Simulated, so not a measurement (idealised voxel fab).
process module | voxel capacitor over wiring
cross-section cut | 170 nm wide | cells 5 nm
A cross-section is a grid of square cells, given in bands from the top down. A band is one or more rows of cells.
Each band's line starts with the height of the band's top and of its bottom, in nm. Then come its materials from left to right, each with its width in nm. One material with "throughout" fills the band from edge to edge. "air" is empty space.
Height 0 is the level under which the wafer as received is all one material. The lowest band goes on downwards, as in "0 down".
A width such as "30 to 40" changes by the same amount from each row of cells to the next, from the band's top row to its bottom row.
"no change" after a step means that no cell of the cross-section changed.
closed voids: empty space of 8 cells or more with no open way to the top, each as width x height at its distance from the left edge, in nm
after a step's settings: what the simulator itself notes on the step
overlay nm, on a step with a mask: how far to the right of its planned place the mask lay; to the left if negative
plan
1 op RECEIVE | material Si
2 op CONFORMAL_DEP | material SiO2 | thk nm 10
3 op CONFORMAL_DEP | material SiN | thk nm 5
4 op DIRECTIONAL_DEP | material lowk | thk nm 20
5 op PATTERN | tone open | mask id METAL_1 | material resist | width nm 25 | pitch nm 90 | thk nm 20 | overlay nm 0
6 op DIRECTIONAL_ETCH | etch materials lowk | depth nm 20
7 op DIRECTIONAL_ETCH | etch materials SiN | depth nm 5
8 op STRIP | etch materials resist
9 op CONFORMAL_DEP | material TiN | thk nm 5
10 op FILL_DEP | material Ru | thk nm 5
11 op CMP | height nm 35
12 op CONFORMAL_DEP | material SiCN | thk nm 5
13 op DIRECTIONAL_DEP | material lowk | thk nm 20
14 op MASKED_ETCH | tone open | mask id PLUG_1 | width nm 15 | etch materials lowk | depth nm 20 | overlay nm 0
15 op MASKED_ETCH | tone open | mask id PLUG_1 | width nm 15 | etch materials SiCN | depth nm 5 | overlay nm 0
16 op CONFORMAL_DEP | material TiN | thk nm 5
17 op FILL_DEP | material Ru | thk nm 5
18 op CMP | height nm 60
19 op DIRECTIONAL_DEP | material TiN | thk nm 5
20 op DIRECTIONAL_DEP | material SiN | thk nm 5
21 op DIRECTIONAL_DEP | material TiN | thk nm 10
22 op MASKED_ETCH | tone cover | mask id UPPER_PLATE | width nm 70 | etch materials TiN | depth nm 10 | overlay nm 0
23 op MASKED_ETCH | tone cover | mask id UPPER_PLATE | width nm 70 | etch materials SiN | depth nm 5 | overlay nm 0
24 op MASKED_ETCH | tone cover | mask id LOWER_PLATE | width nm 80 | etch materials TiN | depth nm 5 | overlay nm 0
25 op FILL_DEP | material SiO2 | thk nm 20
26 op CMP | height nm 95
27 op PATTERN | tone open | mask id PLUG_2 | material resist | width nm 15 | thk nm 15 | overlay nm 0
28 op DIRECTIONAL_ETCH | etch materials SiO2 | depth nm 15
29 op STRIP | etch materials resist
30 op CONFORMAL_DEP | material TiN | thk nm 5
31 op FILL_DEP | material Ru | thk nm 5
32 op CMP | height nm 95
33 op CONFORMAL_DEP | material SiCN | thk nm 5
first wafer, as planned
as received, after step 1
  0 down: Si throughout
  closed voids: none
after step 2
  10 to 0: SiO2 throughout
  below 0: unchanged
after step 3
  15 to 10: SiN throughout
  below 10: unchanged
after step 4
  35 to 15: lowk throughout
  below 15: unchanged
after step 5
  55 to 35: resist 25 | air 25 | resist 65 | air 25 | resist 30
  below 35: unchanged
after step 6
  55 to 35: resist 25 | air 25 | resist 65 | air 25 | resist 30
  35 to 15: lowk 25 | air 25 | lowk 65 | air 25 | lowk 30
  below 15: unchanged
after step 7
  55 to 35: resist 25 | air 25 | resist 65 | air 25 | resist 30
  35 to 15: lowk 25 | air 25 | lowk 65 | air 25 | lowk 30
  15 to 10: SiN 25 | air 25 | SiN 65 | air 25 | SiN 30
  below 10: unchanged
after step 8
  35 to 15: lowk 25 | air 25 | lowk 65 | air 25 | lowk 30
  below 15: unchanged
after step 9
  40 to 35: TiN 30 | air 15 | TiN 75 | air 15 | TiN 35
  35 to 15: lowk 25 | TiN 5 | air 15 | TiN 5 | lowk 65 | TiN 5 | air 15 | TiN 5 | lowk 30
  15 to 10: SiN 25 | TiN 25 | SiN 65 | TiN 25 | SiN 30
  below 10: unchanged
after step 10
  45 to 40: Ru throughout
  40 to 35: TiN 30 | Ru 15 | TiN 75 | Ru 15 | TiN 35
  35 to 15: lowk 25 | TiN 5 | Ru 15 | TiN 5 | lowk 65 | TiN 5 | Ru 15 | TiN 5 | lowk 30
  below 15: unchanged
after step 11
  35 to 15: lowk 25 | TiN 5 | Ru 15 | TiN 5 | lowk 65 | TiN 5 | Ru 15 | TiN 5 | lowk 30
  below 15: unchanged
after step 12
  40 to 35: SiCN throughout
  below 35: unchanged
after step 13
  60 to 40: lowk throughout
  below 40: unchanged
after step 14
  60 to 40: lowk 35 | air 15 | lowk 120
  below 40: unchanged
after step 15
  60 to 40: lowk 35 | air 15 | lowk 120
  40 to 35: SiCN 35 | air 15 | SiCN 120
  below 35: unchanged
after step 16
  65 to 60: TiN 40 | air 5 | TiN 125
  60 to 40: lowk 35 | TiN 5 | air 5 | TiN 5 | lowk 120
  40 to 35: SiCN 35 | TiN 15 | SiCN 120
  below 35: unchanged
after step 17
  70 to 65: Ru throughout
  65 to 60: TiN 40 | Ru 5 | TiN 125
  60 to 40: lowk 35 | TiN 5 | Ru 5 | TiN 5 | lowk 120
  below 40: unchanged
after step 18
  60 to 40: lowk 35 | TiN 5 | Ru 5 | TiN 5 | lowk 120
  below 40: unchanged
after step 19
  65 to 60: TiN throughout
  below 60: unchanged
after step 20
  70 to 65: SiN throughout
  below 65: unchanged
after step 21
  80 to 70: TiN throughout
  below 70: unchanged
after step 22
  80 to 70: air 35 | TiN 70 | air 65
  below 70: unchanged
after step 23
  80 to 70: air 35 | TiN 70 | air 65
  70 to 65: air 35 | SiN 70 | air 65
  below 65: unchanged
after step 24
  80 to 70: air 35 | TiN 70 | air 65
  70 to 65: air 35 | SiN 70 | air 65
  65 to 60: air 30 | TiN 80 | air 60
  below 60: unchanged
after step 25
  100 to 80: SiO2 throughout
  80 to 70: SiO2 35 | TiN 70 | SiO2 65
  70 to 65: SiO2 35 | SiN 70 | SiO2 65
  65 to 60: SiO2 30 | TiN 80 | SiO2 60
  below 60: unchanged
after step 26
  95 to 80: SiO2 throughout
  below 80: unchanged
after step 27
  110 to 95: resist 45 | air 15 | resist 110
  below 95: unchanged
after step 28
  110 to 95: resist 45 | air 15 | resist 110
  95 to 80: SiO2 45 | air 15 | SiO2 110
  below 80: unchanged
after step 29
  95 to 80: SiO2 45 | air 15 | SiO2 110
  below 80: unchanged
after step 30
  100 to 95: TiN 50 | air 5 | TiN 115
  95 to 85: SiO2 45 | TiN 5 | air 5 | TiN 5 | SiO2 110
  85 to 80: SiO2 45 | TiN 15 | SiO2 110
  below 80: unchanged
after step 31
  105 to 100: Ru throughout
  100 to 95: TiN 50 | Ru 5 | TiN 115
  95 to 85: SiO2 45 | TiN 5 | Ru 5 | TiN 5 | SiO2 110
  below 85: unchanged
after step 32
  95 to 85: SiO2 45 | TiN 5 | Ru 5 | TiN 5 | SiO2 110
  below 85: unchanged
after step 33
  100 to 95: SiCN throughout
  below 95: unchanged
second wafer: like start, like plan, one mistake. Through step 4 it matches the first wafer
when step 5 should have ended
  55 to 35: resist 25 | air 30 | resist 60 | air 30 | resist 25
  below 35: unchanged
when step 6 should have ended
  55 to 35: resist 25 | air 30 | resist 60 | air 30 | resist 25
  35 to 15: lowk 25 | air 30 | lowk 60 | air 30 | lowk 25
  below 15: unchanged
when step 7 should have ended
  55 to 35: resist 25 | air 30 | resist 60 | air 30 | resist 25
  35 to 15: lowk 25 | air 30 | lowk 60 | air 30 | lowk 25
  15 to 10: SiN 25 | air 30 | SiN 60 | air 30 | SiN 25
  below 10: unchanged
when step 8 should have ended
  35 to 15: lowk 25 | air 30 | lowk 60 | air 30 | lowk 25
  below 15: unchanged
when step 9 should have ended
  40 to 35: TiN 30 | air 20 | TiN 70 | air 20 | TiN 30
  35 to 15: lowk 25 | TiN 5 | air 20 | TiN 5 | lowk 60 | TiN 5 | air 20 | TiN 5 | lowk 25
  15 to 10: SiN 25 | TiN 30 | SiN 60 | TiN 30 | SiN 25
  below 10: unchanged
when step 10 should have ended
  45 to 40: Ru throughout
  40 to 35: TiN 30 | Ru 20 | TiN 70 | Ru 20 | TiN 30
  35 to 15: lowk 25 | TiN 5 | Ru 20 | TiN 5 | lowk 60 | TiN 5 | Ru 20 | TiN 5 | lowk 25
  below 15: unchanged
when step 11 should have ended
  35 to 15: lowk 25 | TiN 5 | Ru 20 | TiN 5 | lowk 60 | TiN 5 | Ru 20 | TiN 5 | lowk 25
  below 15: unchanged
when step 12 should have ended
  40 to 35: SiCN throughout
  below 35: unchanged
when step 13 should have ended
  60 to 40: lowk throughout
  below 40: unchanged
when step 14 should have ended
  60 to 40: lowk 35 | air 15 | lowk 120
  below 40: unchanged
when step 15 should have ended
  60 to 40: lowk 35 | air 15 | lowk 120
  40 to 35: SiCN 35 | air 15 | SiCN 120
  below 35: unchanged
when step 16 should have ended
  65 to 60: TiN 40 | air 5 | TiN 125
  60 to 40: lowk 35 | TiN 5 | air 5 | TiN 5 | lowk 120
  40 to 35: SiCN 35 | TiN 15 | SiCN 120
  below 35: unchanged
when step 17 should have ended
  70 to 65: Ru throughout
  65 to 60: TiN 40 | Ru 5 | TiN 125
  60 to 40: lowk 35 | TiN 5 | Ru 5 | TiN 5 | lowk 120
  below 40: unchanged
when step 18 should have ended
  60 to 40: lowk 35 | TiN 5 | Ru 5 | TiN 5 | lowk 120
  below 40: unchanged
when step 19 should have ended
  65 to 60: TiN throughout
  below 60: unchanged
when step 20 should have ended
  70 to 65: SiN throughout
  below 65: unchanged
when step 21 should have ended
  80 to 70: TiN throughout
  below 70: unchanged
when step 22 should have ended
  80 to 70: air 35 | TiN 70 | air 65
  below 70: unchanged
when step 23 should have ended
  80 to 70: air 35 | TiN 70 | air 65
  70 to 65: air 35 | SiN 70 | air 65
  below 65: unchanged
when step 24 should have ended
  80 to 70: air 35 | TiN 70 | air 65
  70 to 65: air 35 | SiN 70 | air 65
  65 to 60: air 30 | TiN 80 | air 60
  below 60: unchanged
when step 25 should have ended
  100 to 80: SiO2 throughout
  80 to 70: SiO2 35 | TiN 70 | SiO2 65
  70 to 65: SiO2 35 | SiN 70 | SiO2 65
  65 to 60: SiO2 30 | TiN 80 | SiO2 60
  below 60: unchanged
when step 26 should have ended
  95 to 80: SiO2 throughout
  below 80: unchanged
when step 27 should have ended
  110 to 95: resist 45 | air 15 | resist 110
  below 95: unchanged
when step 28 should have ended
  110 to 95: resist 45 | air 15 | resist 110
  95 to 80: SiO2 45 | air 15 | SiO2 110
  below 80: unchanged
when step 29 should have ended
  95 to 80: SiO2 45 | air 15 | SiO2 110
  below 80: unchanged
when step 30 should have ended
  100 to 95: TiN 50 | air 5 | TiN 115
  95 to 85: SiO2 45 | TiN 5 | air 5 | TiN 5 | SiO2 110
  85 to 80: SiO2 45 | TiN 15 | SiO2 110
  below 80: unchanged
when step 31 should have ended
  105 to 100: Ru throughout
  100 to 95: TiN 50 | Ru 5 | TiN 115
  95 to 85: SiO2 45 | TiN 5 | Ru 5 | TiN 5 | SiO2 110
  below 85: unchanged
when step 32 should have ended
  95 to 85: SiO2 45 | TiN 5 | Ru 5 | TiN 5 | SiO2 110
  below 85: unchanged
when step 33 should have ended
  100 to 95: SiCN throughout
  below 95: unchanged
what went wrong: step 5 ran as: op PATTERN | tone open | mask id METAL_1 | material resist | width nm 30 | pitch nm 90 | thk nm 20 | overlay nm 0
at the end the second wafer has, in cells: 8 more of Ru | 2 fewer of SiN | 2 more of TiN | 8 fewer of lowk
